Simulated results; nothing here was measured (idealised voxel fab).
Process module under the name voxel plated lines
Displayed cross-section: cut, width of 225 nm, square cells sized 5 nm.
Cross-section = grid of square cells, listed top down in bands; band = one or more rows. Look at the band entry: it leads with the top's height and the bottom's height in nm. Then it lists the materials left to right, with a width in nm for each. The word "edge to edge" on a single material says that material fills the band edge to edge. The word "blank" is empty space. All heights in this document are referenced to 0, defined as the level beneath which the wafer, as received, consists entirely of one material. The lowest band is not bounded below; it extends indefinitely downward and is written in the form "0 -> down". Read "30 to 40" as a graded width: first number on top, second number at the bottom, same change between each pair of neighbouring rows. Where a step carries "remained the same", the cross-section came out of it unchanged, cell for cell. "Voids, enclosed" specifies each empty space that is not open to the top and that occupies no fewer than 8 cells, using the form width x height at distance, the distance measured from the left edge and all three quantities in nm. after a step's settings: what the simulator itself notes on the step. Among the settings permitted on a step's line is "overlay nm"; applied to a step with a mask, it specifies the extent to which the mask lay to the right of its planned position, whereas a negative figure signifies a position to the left.
Steps in the process plan:
1) RECEIVE [material Si]
2) CONFORMAL_DEP [material Al2O3] [thk nm 10]
3) DIRECTIONAL_DEP [material TiN] [thk nm 5]
4) PATTERN [tone open] [mask id LINES] [material resist] [width nm 25] [pitch nm 55] [thk nm 15] [overlay nm 0]
5) EPI [material Ru] [thk nm 10]
6) STRIP [etch materials resist]
7) DIRECTIONAL_ETCH [etch materials TiN] [depth nm 5]
8) CONFORMAL_DEP [material SiO2] [thk nm 10]
Concerning the first of two wafers, which was run in accordance with the plan:
As-received wafer cross-section (after step 1):
  0 -> down: Si edge to edge
  Voids, enclosed: none
So this is the wafer cross-section right after step 2:
  10 -> 0: Al2O3 edge to edge
  Note: structure below 0 unchanged.
So this is the wafer cross-section right after step 3:
  15 -> 10: TiN edge to edge
  Note: structure below 10 unchanged.
So this is the wafer cross-section right after step 4:
  30 -> 15: 70 of resist  25 of blank  30 of resist  25 of blank  75 of resist
  Note: structure below 15 unchanged.
So this is the wafer cross-section right after step 5:
  30 -> 25: 70 of resist  25 of blank  30 of resist  25 of blank  75 of resist
  25 -> 15: 70 of resist  25 of Ru  30 of resist  25 of Ru  75 of resist
  Note: structure below 15 unchanged.
So this is the wafer cross-section right after step 6:
  25 -> 15: 70 of blank  25 of Ru  30 of blank  25 of Ru  75 of blank
  Note: structure below 15 unchanged.
So this is the wafer cross-section right after step 7:
  25 -> 15: 70 of blank  25 of Ru  30 of blank  25 of Ru  75 of blank
  15 -> 10: 70 of blank  25 of TiN  30 of blank  25 of TiN  75 of blank
  Note: structure below 10 unchanged.
So this is the wafer cross-section right after step 8:
  35 -> 25: 60 of blank  45 of SiO2  10 of blank  45 of SiO2  65 of blank
  25 -> 20: 60 of blank  10 of SiO2  25 of Ru  10 of SiO2  10 of blank  10 of SiO2  25 of Ru  10 of SiO2  65 of blank
  20 -> 15: 70 of SiO2  25 of Ru  30 of SiO2  25 of Ru  75 of SiO2
  15 -> 10: 70 of SiO2  25 of TiN  30 of SiO2  25 of TiN  75 of SiO2
  Note: structure below 10 unchanged.
The Second Wafer: Common Origin and Plan, One Mistake in Execution, Identical to the First Through Step 3:
Second wafer: cross-section at the scheduled end of step 4:
  30 -> 15: 65 of resist  25 of blank  30 of resist  25 of blank  80 of resist
  Note: structure below 15 unchanged.
Second wafer: cross-section at the scheduled end of step 5:
  30 -> 25: 65 of resist  25 of blank  30 of resist  25 of blank  80 of resist
  25 -> 15: 65 of resist  25 of Ru  30 of resist  25 of Ru  80 of resist
  Note: structure below 15 unchanged.
Second wafer: cross-section at the scheduled end of step 6:
  25 -> 15: 65 of blank  25 of Ru  30 of blank  25 of Ru  80 of blank
  Note: structure below 15 unchanged.
Second wafer: cross-section at the scheduled end of step 7:
  25 -> 15: 65 of blank  25 of Ru  30 of blank  25 of Ru  80 of blank
  15 -> 10: 65 of blank  25 of TiN  30 of blank  25 of TiN  80 of blank
  Note: structure below 10 unchanged.
Second wafer: cross-section at the scheduled end of step 8:
  35 -> 25: 55 of blank  45 of SiO2  10 of blank  45 of SiO2  70 of blank
  25 -> 20: 55 of blank  10 of SiO2  25 of Ru  10 of SiO2  10 of blank  10 of SiO2  25 of Ru  10 of SiO2  70 of blank
  20 -> 15: 65 of SiO2  25 of Ru  30 of SiO2  25 of Ru  80 of SiO2
  15 -> 10: 65 of SiO2  25 of TiN  30 of SiO2  25 of TiN  80 of SiO2
  Note: structure below 10 unchanged.
The plan and the run diverged here: step 4 off recipe, ran as PATTERN [tone open] [mask id LINES] [material resist] [width nm 25] [pitch nm 55] [thk nm 15] [overlay nm -5]
Same inventory, different map: at the end, the second wafer holds as many cells of each material as the first, placed elsewhere.
